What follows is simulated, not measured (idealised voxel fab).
The following is a process module called voxel self aligned contacts.
cross-section cut | 230 nm wide | cells 5 nm
Just so we're on the same page, the cross-sections are grids of square cells, and they're listed out in bands top to bottom, each band one or more rows deep. In this notation a band is specified by the heights of its top and bottom, in that order and in nm, after which its materials appear from left to right, each paired with its width in nm. The word "everywhere" attached to a single material means that material fills the band from edge to edge; the word "air" stands for empty space. It should be noted that heights are counted from 0, beneath which the wafer as supplied is of one material throughout, and that the lowest band possesses no lower boundary but continues downward, as written in "z 0 and below". The width entry "30 to 40" should be interpreted row by row: the top row of cells in the band takes the first number, the bottom row takes the second number, and the change between adjacent rows is uniform throughout. Step marked "all unchanged"? Then no cell in the cross-section changed in it. The entry "Closed empty spaces" lists the empty spaces that cover at least 8 cells and have no open path to the top. Each is written as width x height at distance, where the distance is measured from the left edge and all three values are in nm. Step line, after settings: the simulator's comment on this step. "overlay nm" answers the question of how far to the right of plan the mask lay on a step that has a mask, and when it is negative the answer is to the left. Each pair below shows a cross-section before one step and the cross-section after it, down to the lowest band that changed. The line under each pair gives the step between them, with its settings. The pairs can come from different runs of this module on the same starting wafer, so a pair continues from the pair above only where its "Before step" says so.
Before step
> z 55 to 30 | air 10; SiN 50; air 30; SiN 50; air 30; SiN 50; air 10
> z 30 to 0 | air 5; SiN 10; polySi 35; SiN 10; air 25; SiN 10; polySi 35; SiN 10; air 25; SiN 10; polySi 35; SiN 10; air 10
> z 0 to -5 | SiO2 everywhere
> z -5 and below | Si everywhere
> Closed empty spaces: none
Post-Process View
> z 70 to 55 | SiO2 everywhere
> z 55 to 30 | SiO2 10; SiN 50; SiO2 30; SiN 50; SiO2 30; SiN 50; SiO2 10
> z 30 to 0 | SiO2 5; SiN 10; polySi 35; SiN 10; SiO2 25; SiN 10; polySi 35; SiN 10; SiO2 25; SiN 10; polySi 35; SiN 10; SiO2 10
> Below 0 it's all the same as before, nothing changed down there.
> Closed empty spaces: none
Going from the before section above to the after section, the step was FILL_DEP with material SiO2, thk nm 15
Before step: look at the pair above, its after cross-section is where this step starts.
Post-Process View
> z 65 to 55 | SiO2 everywhere
> Below 55 it's all the same as before, nothing changed down there.
> Closed empty spaces: none
Going from the before section above to the after section, the step was CMP with height nm 65
Before step: look at the pair above, its after cross-section is where this step starts.
Post-Process View
> z 80 to 65 | resist 40; air 65; resist 15; air 65; resist 45
> Below 65 it's all the same as before, nothing changed down there.
> Closed empty spaces: none
Going from the before section above to the after section, the step was PATTERN with tone open, mask id CONTACT, material resist, width nm 65, pitch nm 80, thk nm 15, overlay nm 0
Before step: look at the pair above, its after cross-section is where this step starts.
Post-Process View
> z 80 to 65 | resist 40; air 65; resist 15; air 65; resist 45
> z 65 to 55 | SiO2 40; air 65; SiO2 15; air 65; SiO2 45
> z 55 to 30 | SiO2 10; SiN 50; air 30; SiN 50; air 30; SiN 50; SiO2 10
> z 30 to 0 | SiO2 5; SiN 10; polySi 35; SiN 10; air 25; SiN 10; polySi 35; SiN 10; air 25; SiN 10; polySi 35; SiN 10; SiO2 10
> z 0 to -5 | SiO2 60; air 25; SiO2 55; air 25; SiO2 65
> Below -5 it's all the same as before, nothing changed down there.
> Closed empty spaces: none
Going from the before section above to the after section, the step was DIRECTIONAL_ETCH with etch materials SiO2, depth nm 70
Before step: look at the pair above, its after cross-section is where this step starts.
Post-Process View
> z 65 to 55 | SiO2 40; air 65; SiO2 15; air 65; SiO2 45
> Below 55 it's all the same as before, nothing changed down there.
> Closed empty spaces: none
Going from the before section above to the after section, the step was STRIP with etch materials resist
Before step: look at the pair above, its after cross-section is where this step starts.
Post-Process View
> z 70 to 65 | TiN 45; air 55; TiN 25; air 55; TiN 50
> z 65 to 55 | SiO2 40; TiN 5 to 25; air 55 to 20; TiN 5 to 20; SiO2 15; TiN 5 to 25; air 55 to 20; TiN 5 to 20; SiO2 45
> z 55 to 35 | SiO2 10; SiN 50; TiN 5; air 20; TiN 5; SiN 50; TiN 5; air 20; TiN 5; SiN 50; SiO2 10
> z 35 to 30 | SiO2 10; SiN 50; TiN 5; air 15; TiN 10; SiN 50; TiN 5; air 15; TiN 10; SiN 50; SiO2 10
> z 30 to 0 | SiO2 5; SiN 10; polySi 35; SiN 10; TiN 5; air 15; TiN 5; SiN 10; polySi 35; SiN 10; TiN 5; air 15; TiN 5; SiN 10; polySi 35; SiN 10; SiO2 10
> z 0 to -5 | SiO2 60; TiN 25; SiO2 55; TiN 25; SiO2 65
> Below -5 it's all the same as before, nothing changed down there.
> Closed empty spaces: none
Going from the before section above to the after section, the step was CONFORMAL_DEP with material TiN, thk nm 5
Before step: look at the pair above, its after cross-section is where this step starts.
Post-Process View
> z 75 to 70 | Ru everywhere
> z 70 to 65 | TiN 45; Ru 55; TiN 25; Ru 55; TiN 50
> z 65 to 55 | SiO2 40; TiN 5 to 25; Ru 55 to 20; TiN 5 to 20; SiO2 15; TiN 5 to 25; Ru 55 to 20; TiN 5 to 20; SiO2 45
> z 55 to 35 | SiO2 10; SiN 50; TiN 5; Ru 20; TiN 5; SiN 50; TiN 5; Ru 20; TiN 5; SiN 50; SiO2 10
> z 35 to 30 | SiO2 10; SiN 50; TiN 5; Ru 15; TiN 10; SiN 50; TiN 5; Ru 15; TiN 10; SiN 50; SiO2 10
> z 30 to 0 | SiO2 5; SiN 10; polySi 35; SiN 10; TiN 5; Ru 15; TiN 5; SiN 10; polySi 35; SiN 10; TiN 5; Ru 15; TiN 5; SiN 10; polySi 35; SiN 10; SiO2 10
> Below 0 it's all the same as before, nothing changed down there.
> Closed empty spaces: none
Going from the before section above to the after section, the step was FILL_DEP with material Ru, thk nm 5
Before step: look at the pair above, its after cross-section is where this step starts.
Post-Process View
> z 65 to 55 | SiO2 40; TiN 5 to 25; Ru 55 to 20; TiN 5 to 20; SiO2 15; TiN 5 to 25; Ru 55 to 20; TiN 5 to 20; SiO2 45
> Below 55 it's all the same as before, nothing changed down there.
> Closed empty spaces: none
Going from the before section above to the after section, the step was CMP with height nm 65
Before step: look at the pair above, its after cross-section is where this step starts.
Post-Process View
> z 70 to 65 | SiCN everywhere
> Below 65 it's all the same as before, nothing changed down there.
> Closed empty spaces: none
Going from the before section above to the after section, the step was CONFORMAL_DEP with material SiCN, thk nm 5
Before step
> z 65 to 55 | SiO2 everywhere
> z 55 to 30 | SiO2 5; SiN 55; SiO2 25; SiN 55; SiO2 25; SiN 55; SiO2 10
> z 30 to 0 | SiO2 5; SiN 10; polySi 35; SiN 10; SiO2 25; SiN 10; polySi 35; SiN 10; SiO2 25; SiN 10; polySi 35; SiN 10; SiO2 10
> z 0 to -5 | SiO2 everywhere
> z -5 and below | Si everywhere
> Closed empty spaces: none
Post-Process View
> z 80 to 65 | resist 45; air 65; resist 15; air 65; resist 40
> Below 65 it's all the same as before, nothing changed down there.
> Closed empty spaces: none
Going from the before section above to the after section, the step was PATTERN with tone open, mask id CONTACT, material resist, width nm 65, pitch nm 80, thk nm 15, overlay nm 5
Before step: look at the pair above, its after cross-section is where this step starts.
Post-Process View
> z 80 to 65 | resist 45; air 65; resist 15; air 65; resist 40
> z 65 to 55 | SiO2 45; air 65; SiO2 15; air 65; SiO2 40
> z 55 to 30 | SiO2 5; SiN 55; air 25; SiN 55; air 25; SiN 55; SiO2 10
> z 30 to 0 | SiO2 5; SiN 10; polySi 35; SiN 10; air 25; SiN 10; polySi 35; SiN 10; air 25; SiN 10; polySi 35; SiN 10; SiO2 10
> z 0 to -5 | SiO2 60; air 25; SiO2 55; air 25; SiO2 65
> Below -5 it's all the same as before, nothing changed down there.
> Closed empty spaces: none
Going from the before section above to the after section, the step was DIRECTIONAL_ETCH with etch materials SiO2, depth nm 70
Before step: look at the pair above, its after cross-section is where this step starts.
Post-Process View
> z 65 to 55 | SiO2 45; air 65; SiO2 15; air 65; SiO2 40
> Below 55 it's all the same as before, nothing changed down there.
> Closed empty spaces: none
Going from the before section above to the after section, the step was STRIP with etch materials resist
Before step: look at the pair above, its after cross-section is where this step starts.
Post-Process View
> z 70 to 65 | TiN 50; air 55; TiN 25; air 55; TiN 45
> z 65 to 55 | SiO2 45; TiN 5 to 20; air 55 to 15; TiN 5 to 30; SiO2 15; TiN 5 to 20; air 55 to 15; TiN 5 to 30; SiO2 40
> z 55 to 30 | SiO2 5; SiN 55; TiN 5; air 15; TiN 5; SiN 55; TiN 5; air 15; TiN 5; SiN 55; SiO2 10
> z 30 to 0 | SiO2 5; SiN 10; polySi 35; SiN 10; TiN 5; air 15; TiN 5; SiN 10; polySi 35; SiN 10; TiN 5; air 15; TiN 5; SiN 10; polySi 35; SiN 10; SiO2 10
> z 0 to -5 | SiO2 60; TiN 25; SiO2 55; TiN 25; SiO2 65
> Below -5 it's all the same as before, nothing changed down there.
> Closed empty spaces: none
Going from the before section above to the after section, the step was CONFORMAL_DEP with material TiN, thk nm 5
Before step: look at the pair above, its after cross-section is where this step starts.
Post-Process View
> z 75 to 70 | Ru everywhere
> z 70 to 65 | TiN 50; Ru 55; TiN 25; Ru 55; TiN 45
> z 65 to 55 | SiO2 45; TiN 5 to 20; Ru 55 to 15; TiN 5 to 30; SiO2 15; TiN 5 to 20; Ru 55 to 15; TiN 5 to 30; SiO2 40
> z 55 to 30 | SiO2 5; SiN 55; TiN 5; Ru 15; TiN 5; SiN 55; TiN 5; Ru 15; TiN 5; SiN 55; SiO2 10
> z 30 to 0 | SiO2 5; SiN 10; polySi 35; SiN 10; TiN 5; Ru 15; TiN 5; SiN 10; polySi 35; SiN 10; TiN 5; Ru 15; TiN 5; SiN 10; polySi 35; SiN 10; SiO2 10
> Below 0 it's all the same as before, nothing changed down there.
> Closed empty spaces: none
Going from the before section above to the after section, the step was FILL_DEP with material Ru, thk nm 5
Before step: look at the pair above, its after cross-section is where this step starts.
Post-Process View
> z 65 to 55 | SiO2 45; TiN 5 to 20; Ru 55 to 15; TiN 5 to 30; SiO2 15; TiN 5 to 20; Ru 55 to 15; TiN 5 to 30; SiO2 40
> Below 55 it's all the same as before, nothing changed down there.
> Closed empty spaces: none
Going from the before section above to the after section, the step was CMP with height nm 65
Before step: look at the pair above, its after cross-section is where this step starts.
Post-Process View
> z 70 to 65 | SiCN everywhere
> Below 65 it's all the same as before, nothing changed down there.
> Closed empty spaces: none
Going from the before section above to the after section, the step was CONFORMAL_DEP with material SiCN, thk nm 5
Before step
> z 55 to 30 | air 5; SiN 55; air 25; SiN 55; air 25; SiN 55; air 10
> z 30 to 0 | air 5; SiN 10; polySi 35; SiN 10; air 25; SiN 10; polySi 35; SiN 10; air 25; SiN 10; polySi 35; SiN 10; air 10
> z 0 to -5 | SiO2 everywhere
> z -5 and below | Si everywhere
> Closed empty spaces: none
Post-Process View
> z 70 to 55 | Ru everywhere
> z 55 to 30 | Ru 5; SiN 55; Ru 25; SiN 55; Ru 25; SiN 55; Ru 10
> z 30 to 0 | Ru 5; SiN 10; polySi 35; SiN 10; Ru 25; SiN 10; polySi 35; SiN 10; Ru 25; SiN 10; polySi 35; SiN 10; Ru 10
> Below 0 it's all the same as before, nothing changed down there.
> Closed empty spaces: none
Going from the before section above to the after section, the step was FILL_DEP with material Ru, thk nm 15
Before step: look at the pair above, its after cross-section is where this step starts.
Post-Process View
> z 65 to 55 | Ru everywhere
> Below 55 it's all the same as before, nothing changed down there.
> Closed empty spaces: none
Going from the before section above to the after section, the step was CMP with height nm 65
Before step: look at the pair above, its after cross-section is where this step starts.
Post-Process View
> z 80 to 65 | resist 40; air 65; resist 15; air 65; resist 45
> Below 65 it's all the same as before, nothing changed down there.
> Closed empty spaces: none
Going from the before section above to the after section, the step was PATTERN with tone open, mask id CONTACT, material resist, width nm 65, pitch nm 80, thk nm 15, overlay nm 0
Before step: look at the pair above, its after cross-section is where this step starts.
Post-Process View
> z 65 to 55 | Ru everywhere
> Below 55 it's all the same as before, nothing changed down there.
> Closed empty spaces: none
Going from the before section above to the after section, the step was STRIP with etch materials resist
Before step: look at the pair above, its after cross-section is where this step starts.
Post-Process View
> z 70 to 65 | TiN everywhere
> Below 65 it's all the same as before, nothing changed down there.
> Closed empty spaces: none
Going from the before section above to the after section, the step was CONFORMAL_DEP with material TiN, thk nm 5
Before step: look at the pair above, its after cross-section is where this step starts.
Post-Process View
> z 75 to 70 | Ru everywhere
> Below 70 it's all the same as before, nothing changed down there.
> Closed empty spaces: none
Going from the before section above to the after section, the step was FILL_DEP with material Ru, thk nm 5
Before step: look at the pair above, its after cross-section is where this step starts.
Post-Process View
> z 65 to 55 | Ru everywhere
> Below 55 it's all the same as before, nothing changed down there.
> Closed empty spaces: none
Going from the before section above to the after section, the step was CMP with height nm 65
Before step: look at the pair above, its after cross-section is where this step starts.
Post-Process View
> z 70 to 65 | SiCN everywhere
> Below 65 it's all the same as before, nothing changed down there.
> Closed empty spaces: none
Going from the before section above to the after section, the step was CONFORMAL_DEP with material SiCN, thk nm 5
Before step
> z 65 to 55 | SiO2 everywhere
> z 55 to 30 | SiO2 5; SiN 55; SiO2 25; SiN 55; SiO2 25; SiN 55; SiO2 10
> z 30 to 0 | SiO2 5; SiN 10; polySi 35; SiN 10; SiO2 25; SiN 10; polySi 35; SiN 10; SiO2 25; SiN 10; polySi 35; SiN 10; SiO2 10
> z 0 to -5 | SiO2 everywhere
> z -5 and below | Si everywhere
> Closed empty spaces: none
Post-Process View
> z 80 to 65 | air 40; resist 65; air 15; resist 65; air 45
> Below 65 it's all the same as before, nothing changed down there.
> Closed empty spaces: none
Going from the before section above to the after section, the step was PATTERN with tone cover, mask id CONTACT, material resist, width nm 65, pitch nm 80, thk nm 15, overlay nm 0
Before step: look at the pair above, its after cross-section is where this step starts.
Post-Process View
> z 80 to 65 | air 40; resist 65; air 15; resist 65; air 45
> z 65 to 55 | air 40; SiO2 65; air 15; SiO2 65; air 45
> z 55 to 30 | air 5; SiN 55; SiO2 25; SiN 55; SiO2 25; SiN 55; air 10
> z 30 to 0 | air 5; SiN 10; polySi 35; SiN 10; SiO2 25; SiN 10; polySi 35; SiN 10; SiO2 25; SiN 10; polySi 35; SiN 10; air 10
> z 0 to -5 | air 5; SiO2 215; air 10
> Below -5 it's all the same as before, nothing changed down there.
> Closed empty spaces: none
Going from the before section above to the after section, the step was DIRECTIONAL_ETCH with etch materials SiO2, depth nm 70
Before step: look at the pair above, its after cross-section is where this step starts.
Post-Process View
> z 65 to 55 | air 40; SiO2 65; air 15; SiO2 65; air 45
> Below 55 it's all the same as before, nothing changed down there.
> Closed empty spaces: none
Going from the before section above to the after section, the step was STRIP with etch materials resist
Before step: look at the pair above, its after cross-section is where this step starts.
Post-Process View
> z 70 to 65 | air 35; TiN 75; air 5; TiN 75; air 40
> z 65 to 60 | air 35; TiN 5; SiO2 65; TiN 5; air 5; TiN 5; SiO2 65; TiN 5; air 40
> z 60 to 55 | TiN 40; SiO2 65; TiN 15; SiO2 65; TiN 40; air 5
> z 55 to 30 | TiN 5; SiN 55; SiO2 25; SiN 55; SiO2 25; SiN 55; TiN 5; air 5
> z 30 to 0 | TiN 5; SiN 10; polySi 35; SiN 10; SiO2 25; SiN 10; polySi 35; SiN 10; SiO2 25; SiN 10; polySi 35; SiN 10; TiN 5; air 5
> z 0 to -5 | TiN 5; SiO2 215; TiN 10
> Below -5 it's all the same as before, nothing changed down there.
> Closed empty spaces: none
Going from the before section above to the after section, the step was CONFORMAL_DEP with material TiN, thk nm 5
Before step: look at the pair above, its after cross-section is where this step starts.
Post-Process View
> z 75 to 70 | Ru everywhere
> z 70 to 65 | Ru 35; TiN 75; Ru 5; TiN 75; Ru 40
> z 65 to 60 | Ru 35; TiN 5; SiO2 65; TiN 5; Ru 5; TiN 5; SiO2 65; TiN 5; Ru 40
> z 60 to 55 | TiN 40; SiO2 65; TiN 15; SiO2 65; TiN 40; Ru 5
> z 55 to 30 | TiN 5; SiN 55; SiO2 25; SiN 55; SiO2 25; SiN 55; TiN 5; Ru 5
> z 30 to 0 | TiN 5; SiN 10; polySi 35; SiN 10; SiO2 25; SiN 10; polySi 35; SiN 10; SiO2 25; SiN 10; polySi 35; SiN 10; TiN 5; Ru 5
> Below 0 it's all the same as before, nothing changed down there.
> Closed empty spaces: none
Going from the before section above to the after section, the step was FILL_DEP with material Ru, thk nm 5
Before step: look at the pair above, its after cross-section is where this step starts.
Post-Process View
> z 65 to 60 | Ru 35; TiN 5; SiO2 65; TiN 5; Ru 5; TiN 5; SiO2 65; TiN 5; Ru 40
> Below 60 it's all the same as before, nothing changed down there.
> Closed empty spaces: none
Going from the before section above to the after section, the step was CMP with height nm 65
Before step: look at the pair above, its after cross-section is where this step starts.
Post-Process View
> z 70 to 65 | SiCN everywhere
> Below 65 it's all the same as before, nothing changed down there.
> Closed empty spaces: none
Going from the before section above to the after section, the step was CONFORMAL_DEP with material SiCN, thk nm 5
